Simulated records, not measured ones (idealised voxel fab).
Process module, titled voxel gate over fins
We display cut, a cross-section 300 nm in width whose square cells are each 5 nm.
In this document a cross-section is written as a grid of square cells. It is given as a series of bands, listed from the top down, and a band is one or more rows of cells.
Per band: top height and bottom height in nm, followed by the left-to-right materials and their widths in nm; "everywhere" marks a single material spanning edge to edge, "air" marks empty space.
Heads up on the height convention: 0 is the point under which the incoming wafer is all one material, and the lowest band has no bottom, it just keeps going down, like "z 0 and below".
Note: "30 to 40" means the width goes from the first number (top row of the band) to the second number (bottom row) in equal steps per row of cells.
Step note "changes: none" = no cross-section cell changed.
In the "Closed internal voids" entry, you get each enclosed empty space of 8 cells or more, one with no open way to the top, written width x height at distance, distance from the left edge, in nm.
Anything after a step's settings on that line? It's the simulator's own note about the step.
overlay nm: how far to the right of its planned place the mask lay on this masked step (negative: to the left).
Note on reading: below, each pair holds a cross-section from before one process step and one from after it; the one from after shows only down to the lowest band that changed. Beneath the pair, the step in between is stated along with its settings. The pairs can stem from different runs of this module on the same starting wafer. Where a pair's entry headed "Pre-processing view" says so, and only there, that pair continues from the pair above it.
## Pre-processing view
> z 0 and below: Si everywhere
> Closed internal voids: none
## Resulting Structure
> z 10 to 0: SiN everywhere
> All layers under 0 are left as they were.
> Closed internal voids: none
The transition between the preceding cross-sections is accomplished by CONFORMAL_DEP,material SiN,thk nm 10
Pre-processing view: unchanged from the after cross-section in the pair immediately above; refer to that figure.
## Resulting Structure
> z 25 to 10: air 120 nm  resist 15 nm  air 25 nm  resist 15 nm  air 125 nm
> All layers under 10 are left as they were.
> Closed internal voids: none
The transition between the preceding cross-sections is accomplished by PATTERN,tone cover,mask id FINS,material resist,width nm 15,pitch nm 40,thk nm 15,overlay nm 0
Pre-processing view: unchanged from the after cross-section in the pair immediately above; refer to that figure.
## Resulting Structure
> z 25 to 10: air 120 nm  resist 15 nm  air 25 nm  resist 15 nm  air 125 nm
> z 10 to 0: air 120 nm  SiN 15 nm  air 25 nm  SiN 15 nm  air 125 nm
> All layers under 0 are left as they were.
> Closed internal voids: none
The transition between the preceding cross-sections is accomplished by DIRECTIONAL_ETCH,etch materials SiN,depth nm 10
Pre-processing view: unchanged from the after cross-section in the pair immediately above; refer to that figure.
## Resulting Structure
> z 25 to 10: air 120 nm  resist 15 nm  air 25 nm  resist 15 nm  air 125 nm
> z 10 to 0: air 120 nm  SiN 15 nm  air 25 nm  SiN 15 nm  air 125 nm
> z 0 to -35: air 120 nm  Si 15 nm  air 25 nm  Si 15 nm  air 125 nm
> All layers under -35 are left as they were.
> Closed internal voids: none
The transition between the preceding cross-sections is accomplished by DIRECTIONAL_ETCH,etch materials Si,depth nm 35
Pre-processing view: unchanged from the after cross-section in the pair immediately above; refer to that figure.
## Resulting Structure
> z 10 to 0: air 120 nm  SiN 15 nm  air 25 nm  SiN 15 nm  air 125 nm
> All layers under 0 are left as they were.
> Closed internal voids: none
The transition between the preceding cross-sections is accomplished by STRIP,etch materials resist
Pre-processing view: unchanged from the after cross-section in the pair immediately above; refer to that figure.
## Resulting Structure
> z 25 to 10: SiO2 everywhere
> z 10 to 0: SiO2 120 nm  SiN 15 nm  SiO2 25 nm  SiN 15 nm  SiO2 125 nm
> z 0 to -35: SiO2 120 nm  Si 15 nm  SiO2 25 nm  Si 15 nm  SiO2 125 nm
> All layers under -35 are left as they were.
> Closed internal voids: none
The transition between the preceding cross-sections is accomplished by FILL_DEP,material SiO2,thk nm 15
Pre-processing view: unchanged from the after cross-section in the pair immediately above; refer to that figure.
## Resulting Structure
> z 10 to 0: SiO2 120 nm  SiN 15 nm  SiO2 25 nm  SiN 15 nm  SiO2 125 nm
> All layers under 0 are left as they were.
> Closed internal voids: none
The transition between the preceding cross-sections is accomplished by CMP,height nm 10
Pre-processing view: unchanged from the after cross-section in the pair immediately above; refer to that figure.
## Resulting Structure
> z 10 to 0: air 120 nm  SiN 15 nm  air 25 nm  SiN 15 nm  air 125 nm
> z 0 to -15: air 120 nm  Si 15 nm  air 25 nm  Si 15 nm  air 125 nm
> All layers under -15 are left as they were.
> Closed internal voids: none
The transition between the preceding cross-sections is accomplished by SELECTIVE_ETCH,etch materials SiO2,depth nm 25
Pre-processing view: unchanged from the after cross-section in the pair immediately above; refer to that figure.
## Resulting Structure
> z 0 to -15: air 120 nm  Si 15 nm  air 25 nm  Si 15 nm  air 125 nm
> All layers under -15 are left as they were.
> Closed internal voids: none
The transition between the preceding cross-sections is accomplished by STRIP,etch materials SiN
Pre-processing view: unchanged from the after cross-section in the pair immediately above; refer to that figure.
## Resulting Structure
> z 5 to 0: air 115 nm  HfO2 25 nm  air 15 nm  HfO2 25 nm  air 120 nm
> z 0 to -10: air 115 nm  HfO2 5 nm  Si 15 nm  HfO2 5 nm  air 15 nm  HfO2 5 nm  Si 15 nm  HfO2 5 nm  air 120 nm
> z -10 to -15: HfO2 120 nm  Si 15 nm  HfO2 25 nm  Si 15 nm  HfO2 125 nm
> All layers under -15 are left as they were.
> Closed internal voids: none
The transition between the preceding cross-sections is accomplished by CONFORMAL_DEP,material HfO2,thk nm 5
Pre-processing view: unchanged from the after cross-section in the pair immediately above; refer to that figure.
## Resulting Structure
> z 10 to 5: air 110 nm  TiN 35 nm  air 5 nm  TiN 35 nm  air 115 nm
> z 5 to 0: air 110 nm  TiN 5 nm  HfO2 25 nm  TiN 5 nm  air 5 nm  TiN 5 nm  HfO2 25 nm  TiN 5 nm  air 115 nm
> z 0 to -5: air 110 nm  TiN 5 nm  HfO2 5 nm  Si 15 nm  HfO2 5 nm  TiN 5 nm  air 5 nm  TiN 5 nm  HfO2 5 nm  Si 15 nm  HfO2 5 nm  TiN 5 nm  air 115 nm
> z -5 to -10: TiN 115 nm  HfO2 5 nm  Si 15 nm  HfO2 5 nm  TiN 15 nm  HfO2 5 nm  Si 15 nm  HfO2 5 nm  TiN 120 nm
> All layers under -10 are left as they were.
> Closed internal voids: none
The transition between the preceding cross-sections is accomplished by CONFORMAL_DEP,material TiN,thk nm 5
Pre-processing view: unchanged from the after cross-section in the pair immediately above; refer to that figure.
## Resulting Structure
> z 25 to 10: W everywhere
> z 10 to 5: W 110 nm  TiN 35 nm  W 5 nm  TiN 35 nm  W 115 nm
> z 5 to 0: W 110 nm  TiN 5 nm  HfO2 25 nm  TiN 5 nm  W 5 nm  TiN 5 nm  HfO2 25 nm  TiN 5 nm  W 115 nm
> z 0 to -5: W 110 nm  TiN 5 nm  HfO2 5 nm  Si 15 nm  HfO2 5 nm  TiN 5 nm  W 5 nm  TiN 5 nm  HfO2 5 nm  Si 15 nm  HfO2 5 nm  TiN 5 nm  W 115 nm
> All layers under -5 are left as they were.
> Closed internal voids: none
The transition between the preceding cross-sections is accomplished by FILL_DEP,material W,thk nm 15
Pre-processing view: unchanged from the after cross-section in the pair immediately above; refer to that figure.
## Resulting Structure
> z 20 to 10: W everywhere
> All layers under 10 are left as they were.
> Closed internal voids: none
The transition between the preceding cross-sections is accomplished by CMP,height nm 20
Pre-processing view: unchanged from the after cross-section in the pair immediately above; refer to that figure.
## Resulting Structure
> z 25 to 20: SiN everywhere
> All layers under 20 are left as they were.
> Closed internal voids: none
The transition between the preceding cross-sections is accomplished by CONFORMAL_DEP,material SiN,thk nm 5
## Pre-processing view
> z 25 to 10: SiO2 everywhere
> z 10 to 0: SiO2 120 nm  SiN 15 nm  SiO2 25 nm  SiN 15 nm  SiO2 125 nm
> z 0 to -35: SiO2 120 nm  Si 15 nm  SiO2 25 nm  Si 15 nm  SiO2 125 nm
> z -35 and below: Si everywhere
> Closed internal voids: none
## Resulting Structure
> z 10 to 0: air 120 nm  SiN 15 nm  air 25 nm  SiN 15 nm  air 125 nm
> All layers under 0 are left as they were.
> Closed internal voids: none
The transition between the preceding cross-sections is accomplished by SELECTIVE_ETCH,etch materials SiO2,depth nm 25
Pre-processing view: unchanged from the after cross-section in the pair immediately above; refer to that figure.
## Resulting Structure
> z 0 to -35: SiO2 120 nm  Si 15 nm  SiO2 25 nm  Si 15 nm  SiO2 125 nm
> All layers under -35 are left as they were.
> Closed internal voids: none
The transition between the preceding cross-sections is accomplished by STRIP,etch materials SiN
Pre-processing view: unchanged from the after cross-section in the pair immediately above; refer to that figure.
## Resulting Structure
> z 5 to 0: HfO2 everywhere
> All layers under 0 are left as they were.
> Closed internal voids: none
The transition between the preceding cross-sections is accomplished by CONFORMAL_DEP,material HfO2,thk nm 5
Pre-processing view: unchanged from the after cross-section in the pair immediately above; refer to that figure.
## Resulting Structure
> z 10 to 5: TiN everywhere
> All layers under 5 are left as they were.
> Closed internal voids: none
The transition between the preceding cross-sections is accomplished by CONFORMAL_DEP,material TiN,thk nm 5
Pre-processing view: unchanged from the after cross-section in the pair immediately above; refer to that figure.
## Resulting Structure
> z 25 to 10: W everywhere
> All layers under 10 are left as they were.
> Closed internal voids: none
The transition between the preceding cross-sections is accomplished by FILL_DEP,material W,thk nm 15
Pre-processing view: unchanged from the after cross-section in the pair immediately above; refer to that figure.
## Resulting Structure
> z 20 to 10: W everywhere
> All layers under 10 are left as they were.
> Closed internal voids: none
The transition between the preceding cross-sections is accomplished by CMP,height nm 20
Pre-processing view: unchanged from the after cross-section in the pair immediately above; refer to that figure.
## Resulting Structure
> z 25 to 20: SiN everywhere
> All layers under 20 are left as they were.
> Closed internal voids: none
The transition between the preceding cross-sections is accomplished by CONFORMAL_DEP,material SiN,thk nm 5
## Pre-processing view
> z 25 to 10: air 120 nm  resist 15 nm  air 25 nm  resist 15 nm  air 125 nm
> z 10 to 0: air 120 nm  SiN 15 nm  air 25 nm  SiN 15 nm  air 125 nm
> z 0 to -35: air 120 nm  Si 15 nm  air 25 nm  Si 15 nm  air 125 nm
> z -35 and below: Si everywhere
> Closed internal voids: none
## Resulting Structure
> z 25 to 10: air 120 nm  resist 15 nm  air 25 nm  resist 15 nm  air 125 nm
> z 10 to 0: air 120 nm  SiN 15 nm  air 25 nm  SiN 15 nm  air 125 nm
> z 0 to -70: air 120 nm  Si 15 nm  air 25 nm  Si 15 nm  air 125 nm
> All layers under -70 are left as they were.
> Closed internal voids: none
The transition between the preceding cross-sections is accomplished by DIRECTIONAL_ETCH,etch materials Si,depth nm 35
Pre-processing view: unchanged from the after cross-section in the pair immediately above; refer to that figure.
## Resulting Structure
> z 10 to 0: air 120 nm  SiN 15 nm  air 25 nm  SiN 15 nm  air 125 nm
> All layers under 0 are left as they were.
> Closed internal voids: none
The transition between the preceding cross-sections is accomplished by STRIP,etch materials resist
Pre-processing view: unchanged from the after cross-section in the pair immediately above; refer to that figure.
## Resulting Structure
> z 25 to 10: SiO2 everywhere
> z 10 to 0: SiO2 120 nm  SiN 15 nm  SiO2 25 nm  SiN 15 nm  SiO2 125 nm
> z 0 to -70: SiO2 120 nm  Si 15 nm  SiO2 25 nm  Si 15 nm  SiO2 125 nm
> All layers under -70 are left as they were.
> Closed internal voids: none
The transition between the preceding cross-sections is accomplished by FILL_DEP,material SiO2,thk nm 15
Pre-processing view: unchanged from the after cross-section in the pair immediately above; refer to that figure.
## Resulting Structure
> z 10 to 0: SiO2 120 nm  SiN 15 nm  SiO2 25 nm  SiN 15 nm  SiO2 125 nm
> All layers under 0 are left as they were.
> Closed internal voids: none
The transition between the preceding cross-sections is accomplished by CMP,height nm 10
Pre-processing view: unchanged from the after cross-section in the pair immediately above; refer to that figure.
## Resulting Structure
> z 10 to 0: air 120 nm  SiN 15 nm  air 25 nm  SiN 15 nm  air 125 nm
> z 0 to -15: air 120 nm  Si 15 nm  air 25 nm  Si 15 nm  air 125 nm
> All layers under -15 are left as they were.
> Closed internal voids: none
The transition between the preceding cross-sections is accomplished by SELECTIVE_ETCH,etch materials SiO2,depth nm 25
Pre-processing view: unchanged from the after cross-section in the pair immediately above; refer to that figure.
## Resulting Structure
> z 0 to -15: air 120 nm  Si 15 nm  air 25 nm  Si 15 nm  air 125 nm
> All layers under -15 are left as they were.
> Closed internal voids: none
The transition between the preceding cross-sections is accomplished by STRIP,etch materials SiN
Pre-processing view: unchanged from the after cross-section in the pair immediately above; refer to that figure.
## Resulting Structure
> z 5 to 0: air 115 nm  HfO2 25 nm  air 15 nm  HfO2 25 nm  air 120 nm
> z 0 to -10: air 115 nm  HfO2 5 nm  Si 15 nm  HfO2 5 nm  air 15 nm  HfO2 5 nm  Si 15 nm  HfO2 5 nm  air 120 nm
> z -10 to -15: HfO2 120 nm  Si 15 nm  HfO2 25 nm  Si 15 nm  HfO2 125 nm
> All layers under -15 are left as they were.
> Closed internal voids: none
The transition between the preceding cross-sections is accomplished by CONFORMAL_DEP,material HfO2,thk nm 5
Pre-processing view: unchanged from the after cross-section in the pair immediately above; refer to that figure.
## Resulting Structure
> z 10 to 5: air 110 nm  TiN 35 nm  air 5 nm  TiN 35 nm  air 115 nm
> z 5 to 0: air 110 nm  TiN 5 nm  HfO2 25 nm  TiN 5 nm  air 5 nm  TiN 5 nm  HfO2 25 nm  TiN 5 nm  air 115 nm
> z 0 to -5: air 110 nm  TiN 5 nm  HfO2 5 nm  Si 15 nm  HfO2 5 nm  TiN 5 nm  air 5 nm  TiN 5 nm  HfO2 5 nm  Si 15 nm  HfO2 5 nm  TiN 5 nm  air 115 nm
> z -5 to -10: TiN 115 nm  HfO2 5 nm  Si 15 nm  HfO2 5 nm  TiN 15 nm  HfO2 5 nm  Si 15 nm  HfO2 5 nm  TiN 120 nm
> All layers under -10 are left as they were.
> Closed internal voids: none
The transition between the preceding cross-sections is accomplished by CONFORMAL_DEP,material TiN,thk nm 5
Pre-processing view: unchanged from the after cross-section in the pair immediately above; refer to that figure.
## Resulting Structure
> z 25 to 10: W everywhere
> z 10 to 5: W 110 nm  TiN 35 nm  W 5 nm  TiN 35 nm  W 115 nm
> z 5 to 0: W 110 nm  TiN 5 nm  HfO2 25 nm  TiN 5 nm  W 5 nm  TiN 5 nm  HfO2 25 nm  TiN 5 nm  W 115 nm
> z 0 to -5: W 110 nm  TiN 5 nm  HfO2 5 nm  Si 15 nm  HfO2 5 nm  TiN 5 nm  W 5 nm  TiN 5 nm  HfO2 5 nm  Si 15 nm  HfO2 5 nm  TiN 5 nm  W 115 nm
> All layers under -5 are left as they were.
> Closed internal voids: none
The transition between the preceding cross-sections is accomplished by FILL_DEP,material W,thk nm 15
Pre-processing view: unchanged from the after cross-section in the pair immediately above; refer to that figure.
## Resulting Structure
> z 20 to 10: W everywhere
> All layers under 10 are left as they were.
> Closed internal voids: none
The transition between the preceding cross-sections is accomplished by CMP,height nm 20
Pre-processing view: unchanged from the after cross-section in the pair immediately above; refer to that figure.
## Resulting Structure
> z 25 to 20: SiN everywhere
> All layers under 20 are left as they were.
> Closed internal voids: none
The transition between the preceding cross-sections is accomplished by CONFORMAL_DEP,material SiN,thk nm 5
## Pre-processing view
> z 0 to -15: air 120 nm  Si 15 nm  air 25 nm  Si 15 nm  air 125 nm
> z -15 to -35: SiO2 120 nm  Si 15 nm  SiO2 25 nm  Si 15 nm  SiO2 125 nm
> z -35 and below: Si everywhere
> Closed internal voids: none
## Resulting Structure
> z 5 to 0: air 115 nm  TiN 25 nm  air 15 nm  TiN 25 nm  air 120 nm
> z 0 to -10: air 115 nm  TiN 5 nm  Si 15 nm  TiN 5 nm  air 15 nm  TiN 5 nm  Si 15 nm  TiN 5 nm  air 120 nm
> z -10 to -15: TiN 120 nm  Si 15 nm  TiN 25 nm  Si 15 nm  TiN 125 nm
> All layers under -15 are left as they were.
> Closed internal voids: none
The transition between the preceding cross-sections is accomplished by CONFORMAL_DEP,material TiN,thk nm 5
Pre-processing view: unchanged from the after cross-section in the pair immediately above; refer to that figure.
## Resulting Structure
> z 10 to 5: air 110 nm  HfO2 35 nm  air 5 nm  HfO2 35 nm  air 115 nm
> z 5 to 0: air 110 nm  HfO2 5 nm  TiN 25 nm  HfO2 5 nm  air 5 nm  HfO2 5 nm  TiN 25 nm  HfO2 5 nm  air 115 nm
> z 0 to -5: air 110 nm  HfO2 5 nm  TiN 5 nm  Si 15 nm  TiN 5 nm  HfO2 5 nm  air 5 nm  HfO2 5 nm  TiN 5 nm  Si 15 nm  TiN 5 nm  HfO2 5 nm  air 115 nm
> z -5 to -10: HfO2 115 nm  TiN 5 nm  Si 15 nm  TiN 5 nm  HfO2 15 nm  TiN 5 nm  Si 15 nm  TiN 5 nm  HfO2 120 nm
> All layers under -10 are left as they were.
> Closed internal voids: none
The transition between the preceding cross-sections is accomplished by CONFORMAL_DEP,material HfO2,thk nm 5
Pre-processing view: unchanged from the after cross-section in the pair immediately above; refer to that figure.
## Resulting Structure
> z 25 to 10: W everywhere
> z 10 to 5: W 110 nm  HfO2 35 nm  W 5 nm  HfO2 35 nm  W 115 nm
> z 5 to 0: W 110 nm  HfO2 5 nm  TiN 25 nm  HfO2 5 nm  W 5 nm  HfO2 5 nm  TiN 25 nm  HfO2 5 nm  W 115 nm
> z 0 to -5: W 110 nm  HfO2 5 nm  TiN 5 nm  Si 15 nm  TiN 5 nm  HfO2 5 nm  W 5 nm  HfO2 5 nm  TiN 5 nm  Si 15 nm  TiN 5 nm  HfO2 5 nm  W 115 nm
> All layers under -5 are left as they were.
> Closed internal voids: none
The transition between the preceding cross-sections is accomplished by FILL_DEP,material W,thk nm 15
Pre-processing view: unchanged from the after cross-section in the pair immediately above; refer to that figure.
## Resulting Structure
> z 20 to 10: W everywhere
> All layers under 10 are left as they were.
> Closed internal voids: none
The transition between the preceding cross-sections is accomplished by CMP,height nm 20
Pre-processing view: unchanged from the after cross-section in the pair immediately above; refer to that figure.
## Resulting Structure
> z 25 to 20: SiN everywhere
> All layers under 20 are left as they were.
> Closed internal voids: none
The transition between the preceding cross-sections is accomplished by CONFORMAL_DEP,material SiN,thk nm 5
## Pre-processing view
> z 25 to 10: W everywhere
> z 10 to 5: W 110 nm  TiN 35 nm  W 5 nm  TiN 35 nm  W 115 nm
> z 5 to 0: W 110 nm  TiN 5 nm  HfO2 25 nm  TiN 5 nm  W 5 nm  TiN 5 nm  HfO2 25 nm  TiN 5 nm  W 115 nm
> z 0 to -5: W 110 nm  TiN 5 nm  HfO2 5 nm  Si 15 nm  HfO2 5 nm  TiN 5 nm  W 5 nm  TiN 5 nm  HfO2 5 nm  Si 15 nm  HfO2 5 nm  TiN 5 nm  W 115 nm
> z -5 to -10: TiN 115 nm  HfO2 5 nm  Si 15 nm  HfO2 5 nm  TiN 15 nm  HfO2 5 nm  Si 15 nm  HfO2 5 nm  TiN 120 nm
> z -10 to -15: HfO2 120 nm  Si 15 nm  HfO2 25 nm  Si 15 nm  HfO2 125 nm
> z -15 to -35: SiO2 120 nm  Si 15 nm  SiO2 25 nm  Si 15 nm  SiO2 125 nm
> z -35 and below: Si everywhere
> Closed internal voids: none
## Resulting Structure
> z 10 to 5: W 110 nm  TiN 35 nm  W 5 nm  TiN 35 nm  W 115 nm
> All layers under 5 are left as they were.
> Closed internal voids: none
The transition between the preceding cross-sections is accomplished by CMP,height nm 10
Pre-processing view: unchanged from the after cross-section in the pair immediately above; refer to that figure.
## Resulting Structure
> z 15 to 10: SiN everywhere
> All layers under 10 are left as they were.
> Closed internal voids: none
The transition between the preceding cross-sections is accomplished by CONFORMAL_DEP,material SiN,thk nm 5
## Pre-processing view
> z 10 to 0: SiN everywhere
> z 0 and below: Si everywhere
> Closed internal voids: none
## Resulting Structure
> z 25 to 10: air 115 nm  resist 25 nm  air 15 nm  resist 25 nm  air 120 nm
> All layers under 10 are left as they were.
> Closed internal voids: none
The transition between the preceding cross-sections is accomplished by PATTERN,tone cover,mask id FINS,material resist,width nm 25,pitch nm 40,thk nm 15,overlay nm 0
Pre-processing view: unchanged from the after cross-section in the pair immediately above; refer to that figure.
## Resulting Structure
> z 25 to 10: air 115 nm  resist 25 nm  air 15 nm  resist 25 nm  air 120 nm
> z 10 to 0: air 115 nm  SiN 25 nm  air 15 nm  SiN 25 nm  air 120 nm
> All layers under 0 are left as they were.
> Closed internal voids: none
The transition between the preceding cross-sections is accomplished by DIRECTIONAL_ETCH,etch materials SiN,depth nm 10
Pre-processing view: unchanged from the after cross-section in the pair immediately above; refer to that figure.
## Resulting Structure
> z 25 to 10: air 115 nm  resist 25 nm  air 15 nm  resist 25 nm  air 120 nm
> z 10 to 0: air 115 nm  SiN 25 nm  air 15 nm  SiN 25 nm  air 120 nm
> z 0 to -35: air 115 nm  Si 25 nm  air 15 nm  Si 25 nm  air 120 nm
> All layers under -35 are left as they were.
> Closed internal voids: none
The transition between the preceding cross-sections is accomplished by DIRECTIONAL_ETCH,etch materials Si,depth nm 35
Pre-processing view: unchanged from the after cross-section in the pair immediately above; refer to that figure.
## Resulting Structure
> z 10 to 0: air 115 nm  SiN 25 nm  air 15 nm  SiN 25 nm  air 120 nm
> All layers under 0 are left as they were.
> Closed internal voids: none
The transition between the preceding cross-sections is accomplished by STRIP,etch materials resist
Pre-processing view: unchanged from the after cross-section in the pair immediately above; refer to that figure.
## Resulting Structure
> z 25 to 10: SiO2 everywhere
> z 10 to 0: SiO2 115 nm  SiN 25 nm  SiO2 15 nm  SiN 25 nm  SiO2 120 nm
> z 0 to -35: SiO2 115 nm  Si 25 nm  SiO2 15 nm  Si 25 nm  SiO2 120 nm
> All layers under -35 are left as they were.
> Closed internal voids: none
The transition between the preceding cross-sections is accomplished by FILL_DEP,material SiO2,thk nm 15
Pre-processing view: unchanged from the after cross-section in the pair immediately above; refer to that figure.
## Resulting Structure
> z 10 to 0: SiO2 115 nm  SiN 25 nm  SiO2 15 nm  SiN 25 nm  SiO2 120 nm
> All layers under 0 are left as they were.
> Closed internal voids: none
The transition between the preceding cross-sections is accomplished by CMP,height nm 10
Pre-processing view: unchanged from the after cross-section in the pair immediately above; refer to that figure.
## Resulting Structure
> z 10 to 0: air 115 nm  SiN 25 nm  air 15 nm  SiN 25 nm  air 120 nm
> z 0 to -15: air 115 nm  Si 25 nm  air 15 nm  Si 25 nm  air 120 nm
> All layers under -15 are left as they were.
> Closed internal voids: none
The transition between the preceding cross-sections is accomplished by SELECTIVE_ETCH,etch materials SiO2,depth nm 25
Pre-processing view: unchanged from the after cross-section in the pair immediately above; refer to that figure.
## Resulting Structure
> z 0 to -15: air 115 nm  Si 25 nm  air 15 nm  Si 25 nm  air 120 nm
> All layers under -15 are left as they were.
> Closed internal voids: none
The transition between the preceding cross-sections is accomplished by STRIP,etch materials SiN
Pre-processing view: unchanged from the after cross-section in the pair immediately above; refer to that figure.
## Resulting Structure
> z 5 to 0: air 110 nm  HfO2 35 nm  air 5 nm  HfO2 35 nm  air 115 nm
> z 0 to -10: air 110 nm  HfO2 5 nm  Si 25 nm  HfO2 5 nm  air 5 nm  HfO2 5 nm  Si 25 nm  HfO2 5 nm  air 115 nm
> z -10 to -15: HfO2 115 nm  Si 25 nm  HfO2 15 nm  Si 25 nm  HfO2 120 nm
> All layers under -15 are left as they were.
> Closed internal voids: none
The transition between the preceding cross-sections is accomplished by CONFORMAL_DEP,material HfO2,thk nm 5
Pre-processing view: unchanged from the after cross-section in the pair immediately above; refer to that figure.
## Resulting Structure
> z 10 to 5: air 105 nm  TiN 85 nm  air 110 nm
> z 5 to 0: air 105 nm  TiN 5 nm  HfO2 35 nm  TiN 5 nm  HfO2 35 nm  TiN 5 nm  air 110 nm
> z 0 to -5: air 105 nm  TiN 5 nm  HfO2 5 nm  Si 25 nm  HfO2 5 nm  TiN 5 nm  HfO2 5 nm  Si 25 nm  HfO2 5 nm  TiN 5 nm  air 110 nm
> z -5 to -10: TiN 110 nm  HfO2 5 nm  Si 25 nm  HfO2 5 nm  TiN 5 nm  HfO2 5 nm  Si 25 nm  HfO2 5 nm  TiN 115 nm
> All layers under -10 are left as they were.
> Closed internal voids: none
The transition between the preceding cross-sections is accomplished by CONFORMAL_DEP,material TiN,thk nm 5
Pre-processing view: unchanged from the after cross-section in the pair immediately above; refer to that figure.
## Resulting Structure
> z 25 to 10: W everywhere
> z 10 to 5: W 105 nm  TiN 85 nm  W 110 nm
> z 5 to 0: W 105 nm  TiN 5 nm  HfO2 35 nm  TiN 5 nm  HfO2 35 nm  TiN 5 nm  W 110 nm
> z 0 to -5: W 105 nm  TiN 5 nm  HfO2 5 nm  Si 25 nm  HfO2 5 nm  TiN 5 nm  HfO2 5 nm  Si 25 nm  HfO2 5 nm  TiN 5 nm  W 110 nm
> All layers under -5 are left as they were.
> Closed internal voids: none
The transition between the preceding cross-sections is accomplished by FILL_DEP,material W,thk nm 15
Pre-processing view: unchanged from the after cross-section in the pair immediately above; refer to that figure.
## Resulting Structure
> z 20 to 10: W everywhere
> All layers under 10 are left as they were.
> Closed internal voids: none
The transition between the preceding cross-sections is accomplished by CMP,height nm 20
Pre-processing view: unchanged from the after cross-section in the pair immediately above; refer to that figure.
## Resulting Structure
> z 25 to 20: SiN everywhere
> All layers under 20 are left as they were.
> Closed internal voids: none
The transition between the preceding cross-sections is accomplished by CONFORMAL_DEP,material SiN,thk nm 5
## Pre-processing view
> z 10 to 0: SiN everywhere
> z 0 and below: Si everywhere
> Closed internal voids: none
## Resulting Structure
> z 25 to 10: air 115 nm  resist 15 nm  air 25 nm  resist 15 nm  air 130 nm
> All layers under 10 are left as they were.
> Closed internal voids: none
The transition between the preceding cross-sections is accomplished by PATTERN,tone cover,mask id FINS,material resist,width nm 15,pitch nm 40,thk nm 15,overlay nm -5
Pre-processing view: unchanged from the after cross-section in the pair immediately above; refer to that figure.
## Resulting Structure
> z 25 to 10: air 115 nm  resist 15 nm  air 25 nm  resist 15 nm  air 130 nm
> z 10 to 0: air 115 nm  SiN 15 nm  air 25 nm  SiN 15 nm  air 130 nm
> All layers under 0 are left as they were.
> Closed internal voids: none
The transition between the preceding cross-sections is accomplished by DIRECTIONAL_ETCH,etch materials SiN,depth nm 10
Pre-processing view: unchanged from the after cross-section in the pair immediately above; refer to that figure.
## Resulting Structure
> z 25 to 10: air 115 nm  resist 15 nm  air 25 nm  resist 15 nm  air 130 nm
> z 10 to 0: air 115 nm  SiN 15 nm  air 25 nm  SiN 15 nm  air 130 nm
> z 0 to -35: air 115 nm  Si 15 nm  air 25 nm  Si 15 nm  air 130 nm
> All layers under -35 are left as they were.
> Closed internal voids: none
The transition between the preceding cross-sections is accomplished by DIRECTIONAL_ETCH,etch materials Si,depth nm 35
Pre-processing view: unchanged from the after cross-section in the pair immediately above; refer to that figure.
## Resulting Structure
> z 10 to 0: air 115 nm  SiN 15 nm  air 25 nm  SiN 15 nm  air 130 nm
> All layers under 0 are left as they were.
> Closed internal voids: none
The transition between the preceding cross-sections is accomplished by STRIP,etch materials resist
Pre-processing view: unchanged from the after cross-section in the pair immediately above; refer to that figure.
## Resulting Structure
> z 25 to 10: SiO2 everywhere
> z 10 to 0: SiO2 115 nm  SiN 15 nm  SiO2 25 nm  SiN 15 nm  SiO2 130 nm
> z 0 to -35: SiO2 115 nm  Si 15 nm  SiO2 25 nm  Si 15 nm  SiO2 130 nm
> All layers under -35 are left as they were.
> Closed internal voids: none
The transition between the preceding cross-sections is accomplished by FILL_DEP,material SiO2,thk nm 15
Pre-processing view: unchanged from the after cross-section in the pair immediately above; refer to that figure.
## Resulting Structure
> z 10 to 0: SiO2 115 nm  SiN 15 nm  SiO2 25 nm  SiN 15 nm  SiO2 130 nm
> All layers under 0 are left as they were.
> Closed internal voids: none
The transition between the preceding cross-sections is accomplished by CMP,height nm 10
Pre-processing view: unchanged from the after cross-section in the pair immediately above; refer to that figure.
## Resulting Structure
> z 10 to 0: air 115 nm  SiN 15 nm  air 25 nm  SiN 15 nm  air 130 nm
> z 0 to -15: air 115 nm  Si 15 nm  air 25 nm  Si 15 nm  air 130 nm
> All layers under -15 are left as they were.
> Closed internal voids: none
The transition between the preceding cross-sections is accomplished by SELECTIVE_ETCH,etch materials SiO2,depth nm 25
Pre-processing view: unchanged from the after cross-section in the pair immediately above; refer to that figure.
## Resulting Structure
> z 0 to -15: air 115 nm  Si 15 nm  air 25 nm  Si 15 nm  air 130 nm
> All layers under -15 are left as they were.
> Closed internal voids: none
The transition between the preceding cross-sections is accomplished by STRIP,etch materials SiN
Pre-processing view: unchanged from the after cross-section in the pair immediately above; refer to that figure.
## Resulting Structure
> z 5 to 0: air 110 nm  HfO2 25 nm  air 15 nm  HfO2 25 nm  air 125 nm
> z 0 to -10: air 110 nm  HfO2 5 nm  Si 15 nm  HfO2 5 nm  air 15 nm  HfO2 5 nm  Si 15 nm  HfO2 5 nm  air 125 nm
> z -10 to -15: HfO2 115 nm  Si 15 nm  HfO2 25 nm  Si 15 nm  HfO2 130 nm
> All layers under -15 are left as they were.
> Closed internal voids: none
The transition between the preceding cross-sections is accomplished by CONFORMAL_DEP,material HfO2,thk nm 5
Pre-processing view: unchanged from the after cross-section in the pair immediately above; refer to that figure.
## Resulting Structure
> z 10 to 5: air 105 nm  TiN 35 nm  air 5 nm  TiN 35 nm  air 120 nm
> z 5 to 0: air 105 nm  TiN 5 nm  HfO2 25 nm  TiN 5 nm  air 5 nm  TiN 5 nm  HfO2 25 nm  TiN 5 nm  air 120 nm
> z 0 to -5: air 105 nm  TiN 5 nm  HfO2 5 nm  Si 15 nm  HfO2 5 nm  TiN 5 nm  air 5 nm  TiN 5 nm  HfO2 5 nm  Si 15 nm  HfO2 5 nm  TiN 5 nm  air 120 nm
> z -5 to -10: TiN 110 nm  HfO2 5 nm  Si 15 nm  HfO2 5 nm  TiN 15 nm  HfO2 5 nm  Si 15 nm  HfO2 5 nm  TiN 125 nm
> All layers under -10 are left as they were.
> Closed internal voids: none
The transition between the preceding cross-sections is accomplished by CONFORMAL_DEP,material TiN,thk nm 5
Pre-processing view: unchanged from the after cross-section in the pair immediately above; refer to that figure.
## Resulting Structure
> z 25 to 10: W everywhere
> z 10 to 5: W 105 nm  TiN 35 nm  W 5 nm  TiN 35 nm  W 120 nm
> z 5 to 0: W 105 nm  TiN 5 nm  HfO2 25 nm  TiN 5 nm  W 5 nm  TiN 5 nm  HfO2 25 nm  TiN 5 nm  W 120 nm
> z 0 to -5: W 105 nm  TiN 5 nm  HfO2 5 nm  Si 15 nm  HfO2 5 nm  TiN 5 nm  W 5 nm  TiN 5 nm  HfO2 5 nm  Si 15 nm  HfO2 5 nm  TiN 5 nm  W 120 nm
> All layers under -5 are left as they were.
> Closed internal voids: none
The transition between the preceding cross-sections is accomplished by FILL_DEP,material W,thk nm 15
